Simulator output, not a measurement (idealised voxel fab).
This is a process module. Its name is voxel quadruple lines.
The cross-section on display is named cut; it measures 285 nm wide, and its cells are 5 nm squares.
Cross-sections here: square-cell grids, written as top-down lists of bands, a band being one or more rows of cells. The band entry comprises the height of the band's top followed by the height of its bottom, expressed in nm, and subsequently the band's materials from left to right, each stated together with its width in nm. Where a single material is marked with the word "everywhere", that material fills the band from edge to edge. The word "blank" represents empty space. The reference from which all heights are counted is 0, the level beneath which the as-received wafer is entirely one material; the lowest band, having no lower bound, proceeds downward and is written after the example "0 down". The width entry "30->40" should be interpreted row by row: the top row of cells in the band takes the first number, the bottom row takes the second number, and the change between adjacent rows is uniform throughout. Step marked "no change occurred"? Then no cell in the cross-section changed in it. Entry "Closed void table". Content: empty spaces with no open connection to the top, size 8 cells or greater. Each: width x height at distance. Distance: from left edge. Unit: nm. Note: text after step settings on the step line = simulator remark on that step. "overlay nm", when on a step's line for a step with a mask, measures how far to the right of its planned place the mask lay; a negative measure means to the left.

Planned process steps:
1,RECEIVE,material Si
2,CONFORMAL_DEP,material Al2O3,thk nm 5
3,DIRECTIONAL_DEP,material W,thk nm 15
4,DIRECTIONAL_DEP,material polySi,thk nm 20
5,DIRECTIONAL_DEP,material aC,thk nm 25
6,PATTERN,tone cover,mask id MANDREL,material resist,width nm 30,thk nm 30,overlay nm 0
7,DIRECTIONAL_ETCH,etch materials aC,depth nm 25
8,STRIP,etch materials resist
9,CONFORMAL_DEP,material SiO2,thk nm 10
10,DIRECTIONAL_ETCH,etch materials SiO2,depth nm 10
11,STRIP,etch materials aC
12,DIRECTIONAL_ETCH,etch materials polySi,depth nm 20
13,STRIP,etch materials SiO2
14,CONFORMAL_DEP,material SiN,thk nm 10
15,DIRECTIONAL_ETCH,etch materials SiN,depth nm 10
16,STRIP,etch materials polySi
17,DIRECTIONAL_ETCH,etch materials W,depth nm 15
18,STRIP,etch materials SiN
19,FILL_DEP,material lowk,thk nm 5
20,CMP,height nm 20

Wafer, first of two, run as planned:

Step 1 complete: cross-section of the wafer as received:
- 0 down | Si everywhere
- Closed void table: none

Step 2 complete: cross-section through the wafer:
- 5 to 0 | Al2O3 everywhere
- Below 0 it's all the same as before, nothing changed down there.

Step 3 complete: cross-section through the wafer:
- 20 to 5 | W everywhere
- Below 5 it's all the same as before, nothing changed down there.

Step 4 complete: cross-section through the wafer:
- 40 to 20 | polySi everywhere
- Below 20 it's all the same as before, nothing changed down there.

Step 5 complete: cross-section through the wafer:
- 65 to 40 | aC everywhere
- Below 40 it's all the same as before, nothing changed down there.

Step 6 complete: cross-section through the wafer:
- 95 to 65 | 125 nm blank  30 nm resist  130 nm blank
- Below 65 it's all the same as before, nothing changed down there.

Step 7 complete: cross-section through the wafer:
- 70 to 65 | 125 nm blank  30 nm resist  130 nm blank
- 65 to 40 | 125 nm blank  30 nm aC  130 nm blank
- Below 40 it's all the same as before, nothing changed down there.

Step 8 complete: cross-section through the wafer:
- 65 to 40 | 125 nm blank  30 nm aC  130 nm blank
- Below 40 it's all the same as before, nothing changed down there.

Step 9 complete: cross-section through the wafer:
- 75 to 65 | 115 nm blank  50 nm SiO2  120 nm blank
- 65 to 50 | 115 nm blank  10 nm SiO2  30 nm aC  10 nm SiO2  120 nm blank
- 50 to 40 | 125 nm SiO2  30 nm aC  130 nm SiO2
- Below 40 it's all the same as before, nothing changed down there.

Step 10 complete: cross-section through the wafer:
- 65 to 40 | 115 nm blank  10 nm SiO2  30 nm aC  10 nm SiO2  120 nm blank
- Below 40 it's all the same as before, nothing changed down there.

Step 11 complete: cross-section through the wafer:
- 65 to 40 | 115 nm blank  10 nm SiO2  30 nm blank  10 nm SiO2  120 nm blank
- Below 40 it's all the same as before, nothing changed down there.

Step 12 complete: cross-section through the wafer:
- 65 to 40 | 115 nm blank  10 nm SiO2  30 nm blank  10 nm SiO2  120 nm blank
- 40 to 20 | 115 nm blank  10 nm polySi  30 nm blank  10 nm polySi  120 nm blank
- Below 20 it's all the same as before, nothing changed down there.

Step 13 complete: cross-section through the wafer:
- 40 to 20 | 115 nm blank  10 nm polySi  30 nm blank  10 nm polySi  120 nm blank
- Below 20 it's all the same as before, nothing changed down there.

Step 14 complete: cross-section through the wafer:
- 50 to 40 | 105 nm blank  30 nm SiN  10 nm blank  30 nm SiN  110 nm blank
- 40 to 30 | 105 nm blank  10 nm SiN  10 nm polySi  10 nm SiN  10 nm blank  10 nm SiN  10 nm polySi  10 nm SiN  110 nm blank
- 30 to 20 | 115 nm SiN  10 nm polySi  30 nm SiN  10 nm polySi  120 nm SiN
- Below 20 it's all the same as before, nothing changed down there.

Step 15 complete: cross-section through the wafer:
- 40 to 20 | 105 nm blank  10 nm SiN  10 nm polySi  10 nm SiN  10 nm blank  10 nm SiN  10 nm polySi  10 nm SiN  110 nm blank
- Below 20 it's all the same as before, nothing changed down there.

Step 16 complete: cross-section through the wafer:
- 40 to 20 | 105 nm blank  10 nm SiN  10 nm blank  10 nm SiN  10 nm blank  10 nm SiN  10 nm blank  10 nm SiN  110 nm blank
- Below 20 it's all the same as before, nothing changed down there.

Step 17 complete: cross-section through the wafer:
- 40 to 20 | 105 nm blank  10 nm SiN  10 nm blank  10 nm SiN  10 nm blank  10 nm SiN  10 nm blank  10 nm SiN  110 nm blank
- 20 to 5 | 105 nm blank  10 nm W  10 nm blank  10 nm W  10 nm blank  10 nm W  10 nm blank  10 nm W  110 nm blank
- Below 5 it's all the same as before, nothing changed down there.

Step 18 complete: cross-section through the wafer:
- 20 to 5 | 105 nm blank  10 nm W  10 nm blank  10 nm W  10 nm blank  10 nm W  10 nm blank  10 nm W  110 nm blank
- Below 5 it's all the same as before, nothing changed down there.

Step 19 complete: cross-section through the wafer:
- 25 to 20 | lowk everywhere
- 20 to 5 | 105 nm lowk  10 nm W  10 nm lowk  10 nm W  10 nm lowk  10 nm W  10 nm lowk  10 nm W  110 nm lowk
- Below 5 it's all the same as before, nothing changed down there.

Step 20 complete: cross-section through the wafer:
- 20 to 5 | 105 nm lowk  10 nm W  10 nm lowk  10 nm W  10 nm lowk  10 nm W  10 nm lowk  10 nm W  110 nm lowk
- Below 5 it's all the same as before, nothing changed down there.

Wafer two. Identical start, identical plan. One mistake in execution. Identical history through step 19:

Planned end of step 20: second wafer, cross-section:
- 10 to 5 | 105 nm lowk  10 nm W  10 nm lowk  10 nm W  10 nm lowk  10 nm W  10 nm lowk  10 nm W  110 nm lowk
- Below 5 it's all the same as before, nothing changed down there.
what went wrong: not per plan at step 20, really ran CMP,height nm 10
Cell-count delta at end, second wafer over first, by material: 16 fewer of W, 98 fewer of lowk
